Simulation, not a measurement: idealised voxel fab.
Herein follows the process module entitled voxel gate over fins.
Each square cell in cross-section cut measures 5 nm, and the section as a whole is 145 nm wide.
A cross-section is written here as square cells arranged in a grid, and it is given in bands from the top down, each band taking up one or more rows of cells. The entry gives the band's vertical extent as a top height and a bottom height in nm, then its horizontal make-up as materials from left to right, each with a width in nm. "air" stands for empty space; a single material marked "everywhere" fills the band edge to edge. Height is counted from the level 0, under which the received wafer is composed throughout of one material. The lowest of the bands is not closed at the bottom but continues downward, in the notation "0..down". Read "30->40" as a graded width: first number on top, second number at the bottom, same change between each pair of neighbouring rows. "all unchanged", as given for a step, is the statement that not any cell of the cross-section underwent a change during that step. "Voids, sealed": sealed empty spaces, 8 cells or more, no open way to top, listed width x height at distance, with distance from the left edge and width, height and distance in nm. Read whatever lies past the settings on a step's line as the simulator's own remark about the step. "overlay nm" on a masked step: distance the mask lay right of its planned place, negative for left.
Steps in the process plan
1. RECEIVE: material Si
2. CONFORMAL_DEP: material SiN, thk nm 5
3. PATTERN: tone cover, mask id FINS, material resist, width nm 15, pitch nm 50, thk nm 15, overlay nm 0
4. DIRECTIONAL_ETCH: etch materials SiN, depth nm 5
5. DIRECTIONAL_ETCH: etch materials Si, depth nm 40
6. STRIP: etch materials resist
7. FILL_DEP: material SiO2, thk nm 15
8. CMP: height nm 5
9. PATTERN: tone open, mask id RAIL, material resist, width nm 15, thk nm 15, overlay nm 0
10. DIRECTIONAL_ETCH: etch materials SiO2, depth nm 40
11. STRIP: etch materials resist
12. CONFORMAL_DEP: material TiN, thk nm 5
13. FILL_DEP: material Ru, thk nm 5
14. CMP: height nm 5
15. SELECTIVE_ETCH: etch materials W Ru TiN, depth nm 20
16. FILL_DEP: material SiO2, thk nm 5
17. CMP: height nm 5
18. SELECTIVE_ETCH: etch materials SiO2, depth nm 15
19. STRIP: etch materials SiN
20. CONFORMAL_DEP: material HfO2, thk nm 5
21. CONFORMAL_DEP: material TiN, thk nm 5
22. CONFORMAL_DEP: material TiAl, thk nm 5
23. CONFORMAL_DEP: material TiN, thk nm 5
24. FILL_DEP: material W, thk nm 15
25. CMP: height nm 30
26. CONFORMAL_DEP: material SiN, thk nm 10
Same starting wafers, different width nm at step 9. Plan value belongs to the first wafer.
First of several wafers (as received, post step 1), cross-sectional view
- 0..down: Si everywhere
- Voids, sealed: none
Wafer cross-section (first of several) - module end, post step 26 (last step)
- 40..30: SiN everywhere
- 30..20: W everywhere
- 20..15: TiN everywhere
- 15..10: TiAl 45, TiN 5, TiAl 45, TiN 5, TiAl 45
- 10..5: TiAl 5, TiN 35, TiAl 5, TiN 5, TiAl 5, TiN 35, TiAl 5, TiN 5, TiAl 5, TiN 35, TiAl 5
- 5..0: TiAl 5, TiN 5, HfO2 25, TiN 5, TiAl 15, TiN 5, HfO2 25, TiN 5, TiAl 15, TiN 5, HfO2 25, TiN 5, TiAl 5
- 0..-5: TiN 10, HfO2 5, Si 15, HfO2 5, TiN 25, HfO2 5, Si 15, HfO2 5, TiN 25, HfO2 5, Si 15, HfO2 5, TiN 10
- -5..-10: HfO2 15, Si 15, HfO2 35, Si 15, HfO2 35, Si 15, HfO2 15
- -10..-15: SiO2 15, Si 15, SiO2 35, Si 15, SiO2 35, Si 15, SiO2 15
- -15..-30: SiO2 15, Si 15, SiO2 10, TiN 5, Ru 5, TiN 5, SiO2 10, Si 15, SiO2 35, Si 15, SiO2 15
- -30..-35: SiO2 15, Si 15, SiO2 10, TiN 15, SiO2 10, Si 15, SiO2 35, Si 15, SiO2 15
- -35..-40: SiO2 15, Si 15, SiO2 35, Si 15, SiO2 35, Si 15, SiO2 15
- -40..down: Si everywhere
- Voids, sealed: none
End of module: cross-section, last of several wafers
- 40..30: SiN everywhere
- 30..20: W everywhere
- 20..15: TiN everywhere
- 15..10: TiAl 45, TiN 5, TiAl 45, TiN 5, TiAl 45
- 10..5: TiAl 5, TiN 35, TiAl 5, TiN 5, TiAl 5, TiN 35, TiAl 5, TiN 5, TiAl 5, TiN 35, TiAl 5
- 5..0: TiAl 5, TiN 5, HfO2 25, TiN 5, TiAl 15, TiN 5, HfO2 25, TiN 5, TiAl 15, TiN 5, HfO2 25, TiN 5, TiAl 5
- 0..-5: TiN 10, HfO2 5, Si 15, HfO2 5, TiN 25, HfO2 5, Si 15, HfO2 5, TiN 25, HfO2 5, Si 15, HfO2 5, TiN 10
- -5..-10: HfO2 15, Si 15, HfO2 35, Si 15, HfO2 35, Si 15, HfO2 15
- -10..-15: SiO2 15, Si 15, SiO2 35, Si 15, SiO2 35, Si 15, SiO2 15
- -15..-30: SiO2 15, Si 15, SiO2 5, TiN 5, Ru 20, TiN 5, Si 15, SiO2 35, Si 15, SiO2 15
- -30..-35: SiO2 15, Si 15, SiO2 5, TiN 30, Si 15, SiO2 35, Si 15, SiO2 15
- -35..-40: SiO2 15, Si 15, SiO2 35, Si 15, SiO2 35, Si 15, SiO2 15
- -40..down: Si everywhere
- Voids, sealed: none
The table below has one row for each wafer; a row shows, as of the end of the module, how many cells of each material the wafer has gained, marked (+), or lost, marked (-), since it was received, and then the wafer's closed voids
width nm 15; +41 HfO2; +3 Ru; -160 Si; +58 SiN; +108 SiO2; +41 TiAl; +83 TiN; +58 W; Voids, sealed: none
width nm 20; +41 HfO2; +6 Ru; -160 Si; +58 SiN; +104 SiO2; +41 TiAl; +84 TiN; +58 W; Voids, sealed: none
width nm 25; +41 HfO2; +9 Ru; -160 Si; +58 SiN; +100 SiO2; +41 TiAl; +85 TiN; +58 W; Voids, sealed: none
width nm 30; +41 HfO2; +12 Ru; -160 Si; +58 SiN; +96 SiO2; +41 TiAl; +86 TiN; +58 W; Voids, sealed: none
